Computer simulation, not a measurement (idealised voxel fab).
Presented below is a process module, voxel released beams.
Square cell edge 5 nm, section width 285 nm, ID cut.
Notation: cross-section as square-cell grid; stated in bands, top first, going down; one or more cell rows per band. Basically the band line says how high the top is and how high the bottom is, in nm, and then what's in it from left to right, every material with its width in nm. Empty space shows up as "blank", and if a single material carries "throughout" it runs the full band edge to edge. For the purposes of this specification, 0 denotes the height below which the wafer in its as-received condition is composed wholly of one material, and the lowermost band, lacking a lower limit, extends downward without end, as expressed in "z 0 and below". Think of "30..40" as a width that walks from the first number to the second as you go down the band, top row to bottom row, taking equal-sized steps from row to row. Key: "nothing was modified" - step with no changed cell in the cross-section. If an empty space has no open way to the top and is at least 8 cells in size, "Internal closed voids" lists it, written width x height at distance, where distance is measured from the left edge and every value is in nm. Text after the settings on a step's line: the simulator's own remark on that step. What "overlay nm" on a step's line means: if the step has a mask, that mask lay this far to the right of its planned place, or, when the value is negative, to the left.

Set out below are the planned steps of the process
1: RECEIVE | material Si
2: CONFORMAL_DEP | material SiN | thk nm 10
3: DIRECTIONAL_DEP | material SiO2 | thk nm 10
4: MASKED_ETCH | tone open | mask id ANCHOR | width nm 25 | etch materials SiO2 | depth nm 10 | overlay nm 0
5: CONFORMAL_DEP | material polySi | thk nm 10
6: DIRECTIONAL_DEP | material aC | thk nm 15
7: PATTERN | tone cover | mask id BEAM | material resist | width nm 90 | thk nm 30 | overlay nm 0
8: DIRECTIONAL_ETCH | etch materials aC | depth nm 15
9: STRIP | etch materials resist
10: DIRECTIONAL_ETCH | etch materials polySi | depth nm 10
11: STRIP | etch materials aC
12: STRIP | etch materials SiO2

Cross-section of the wafer as it came to us, i.e., already through step 1
  z 0 and below | Si throughout
  Internal closed voids: none

Post-module cross-section of the first of two wafers (run per plan)
  z 30 to 20 | blank 95 nm / polySi 15 nm / blank 5 nm / polySi 70 nm / blank 100 nm
  z 20 to 10 | blank 100 nm / polySi 25 nm / blank 160 nm
  z 10 to 0 | SiN throughout
  z 0 and below | Si throughout
  Internal closed voids: none

Wafer two, end of module, cross-section. Same start, same plan as wafer one. One mistake in the run
  z 30 to 20 | blank 95 nm / polySi 90 nm / blank 100 nm
  z 20 to 10 | blank 105 nm / polySi 15 nm / blank 165 nm
  z 10 to 0 | SiN throughout
  z 0 and below | Si throughout
  Internal closed voids: none
Deviation from plan: rather than as planned, step 4 actually ran as MASKED_ETCH | tone open | mask id ANCHOR | width nm 15 | etch materials SiO2 | depth nm 10 | overlay nm 0
Per the end-of-run cell counts, the second wafer holds more or fewer of some materials than the first: polySi -2
